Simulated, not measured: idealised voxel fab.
Proc. module: voxel tone inversion
It is cross-section cut that appears here, measuring 180 nm in width, its square cells being 5 nm in size.
Notation: cross-section as square-cell grid; stated in bands, top first, going down; one or more cell rows per band.
The entry gives the band's vertical extent as a top height and a bottom height in nm, then its horizontal make-up as materials from left to right, each with a width in nm. "empty" stands for empty space; a single material marked "throughout" fills the band edge to edge.
Measure heights from 0. That's the level where, below it, the as-received wafer is all one material. The lowest band is bottomless and extends downward; write it as in "top 0, no bottom".
With a width like "30 to 40", each row of cells in the band differs from the next by the same amount, the top row carrying the first number and the bottom row the second.
Step marked "nothing different"? Then no cell in the cross-section changed in it.
Basically, "Internal closed voids" tells you about the enclosed voids: empty spaces with no open way to the top, 8 cells or bigger, each written width x height at distance, where distance is from the left edge, all in nm.
If you see something after the settings on a step's line, that's the simulator's own remark about that step.
You can add "overlay nm" to a step's line. For a step with a mask, it describes how far the mask lay to the right of its planned position, and a negative number describes a lay to the left.

### plan
1. RECEIVE [material Si]
2. CONFORMAL_DEP [material SiN] [thk nm 5]
3. DIRECTIONAL_DEP [material aC] [thk nm 15]
4. PATTERN [tone cover] [mask id POSTS] [material resist] [width nm 15] [pitch nm 40] [thk nm 20] [overlay nm 0]
5. DIRECTIONAL_ETCH [etch materials aC] [depth nm 15]
6. STRIP [etch materials resist]
7. FILL_DEP [material SiO2] [thk nm 5]
8. CMP [height nm 20]
9. STRIP [etch materials aC]

### Wafer as received: cross-section following step 1
> top 0, no bottom: Si throughout
> Internal closed voids: none

### The cross-section shown corresponds to the wafer at the conclusion of the module. The initial structure and the process plan are those presented above; however, one mistake occurred in executing the plan
> top 20, bottom 15: SiN throughout
> top 15, bottom 0: aC throughout
> top 0, no bottom: Si throughout
> Internal closed voids: none
Diagnosis: note: step 2 <-> step 3, run order reversed vs plan
